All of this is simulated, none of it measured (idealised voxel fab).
Process module heading - voxel self aligned vias
The width of the displayed cross-section, cut, is 205 nm; its cells are square, with a size of 5 nm.
A cross-section is a grid of square cells, given in bands from the top down. A band is one or more rows of cells.
Basically the band line says how high the top is and how high the bottom is, in nm, and then what's in it from left to right, every material with its width in nm. Empty space shows up as "empty", and if a single material carries "full width" it runs the full band edge to edge.
Below 0: as-received wafer, all one material; heights counted from there. Lowest band: no bottom, goes on down, written "0 -> down".
Quick explanation for "30..40": the width changes in equal steps down the rows of cells, from the first number in the band's top row to the second number in its bottom row.
"nothing different", as given for a step, is the statement that not any cell of the cross-section underwent a change during that step.
The label "Enclosed void entries" introduces a list of the empty spaces, 8 cells or larger, that have no open way up to the top; each entry in it reads width x height at distance, where the distance is taken from the left edge and all three are stated in nm.
Where a step's line continues beyond its settings, the continuation is a remark by the simulator itself on that step.
"overlay nm" on a masked step: distance the mask lay right of its planned place, negative for left.
List of planned process steps:
- 1: RECEIVE with material Si
- 2: CONFORMAL_DEP with material SiO2, thk nm 10
- 3: CONFORMAL_DEP with material SiCN, thk nm 5
- 4: DIRECTIONAL_DEP with material lowk, thk nm 30
- 5: DIRECTIONAL_DEP with material aC, thk nm 10
- 6: PATTERN with tone open, mask id LINES, material resist, width nm 25, pitch nm 60, thk nm 25, overlay nm 0
- 7: DIRECTIONAL_ETCH with etch materials aC, depth nm 10
- 8: STRIP with etch materials resist
- 9: DIRECTIONAL_ETCH with etch materials lowk, depth nm 30
- 10: STRIP with etch materials aC
- 11: CONFORMAL_DEP with material TiN, thk nm 5
- 12: FILL_DEP with material W, thk nm 5
- 13: CMP with height nm 45
- 14: SELECTIVE_ETCH with etch materials W Ru TiN, depth nm 10
- 15: FILL_DEP with material SiN, thk nm 10
- 16: CMP with height nm 45
- 17: DIRECTIONAL_DEP with material lowk, thk nm 15
- 18: PATTERN with tone open, mask id VIAS, material resist, width nm 45, pitch nm 60, thk nm 15, overlay nm 0
- 19: DIRECTIONAL_ETCH with etch materials lowk, depth nm 5
- 20: DIRECTIONAL_ETCH with etch materials SiN, depth nm 10
- 21: STRIP with etch materials resist
- 22: CONFORMAL_DEP with material TiN, thk nm 5
- 23: FILL_DEP with material Ru, thk nm 10
- 24: CMP with height nm 60
- 25: CONFORMAL_DEP with material SiN, thk nm 5
Keep in mind the plan's value for the depth nm of step 19 comes from the first wafer; the wafers don't share that setting, but they do share the same starting point.
As received, i.e. after step 1: cross-section through the first of several wafers:
	0 -> down: Si full width
	Enclosed void entries: none
Wafer cross-section (first of several) - module end, post step 25 (last step):
	65 -> 60: SiN full width
	60 -> 55: lowk: 50; TiN: 45; lowk: 15; TiN: 45; lowk: 50
	55 -> 45: lowk full width
	45 -> 35: lowk: 60; SiN: 25; lowk: 35; SiN: 25; lowk: 60
	35 -> 20: lowk: 60; TiN: 5; W: 15; TiN: 5; lowk: 35; TiN: 5; W: 15; TiN: 5; lowk: 60
	20 -> 15: lowk: 60; TiN: 25; lowk: 35; TiN: 25; lowk: 60
	15 -> 10: SiCN full width
	10 -> 0: SiO2 full width
	0 -> down: Si full width
	Enclosed void entries: none
Final wafer cross-section at module end:
	65 -> 60: SiN full width
	60 -> 40: lowk: 50; TiN: 5; Ru: 35; TiN: 5; lowk: 15; TiN: 5; Ru: 35; TiN: 5; lowk: 50
	40 -> 35: lowk: 50; TiN: 45; lowk: 15; TiN: 45; lowk: 50
	35 -> 30: lowk: 50; TiN: 15; W: 15; TiN: 15; lowk: 15; TiN: 15; W: 15; TiN: 15; lowk: 50
	30 -> 20: lowk: 60; TiN: 5; W: 15; TiN: 5; lowk: 35; TiN: 5; W: 15; TiN: 5; lowk: 60
	20 -> 15: lowk: 60; TiN: 25; lowk: 35; TiN: 25; lowk: 60
	15 -> 10: SiCN full width
	10 -> 0: SiO2 full width
	0 -> down: Si full width
	Enclosed void entries: none
Wafer rows, end of module: cells per material gained (+) or lost (-) since receipt; closed voids last:
depth nm 5; +41 SiCN; +61 SiN; +82 SiO2; +40 TiN; +18 W; +291 lowk; Enclosed void entries: none
depth nm 10; +14 Ru; +41 SiCN; +61 SiN; +82 SiO2; +44 TiN; +18 W; +273 lowk; Enclosed void entries: none
depth nm 15; +40 Ru; +41 SiCN; +41 SiN; +82 SiO2; +56 TiN; +18 W; +255 lowk; Enclosed void entries: none
depth nm 20; +48 Ru; +41 SiCN; +41 SiN; +82 SiO2; +56 TiN; +18 W; +247 lowk; Enclosed void entries: none
depth nm 25; +56 Ru; +41 SiCN; +41 SiN; +82 SiO2; +56 TiN; +18 W; +239 lowk; Enclosed void entries: none
depth nm 30; +56 Ru; +41 SiCN; +41 SiN; +82 SiO2; +64 TiN; +18 W; +231 lowk; Enclosed void entries: none
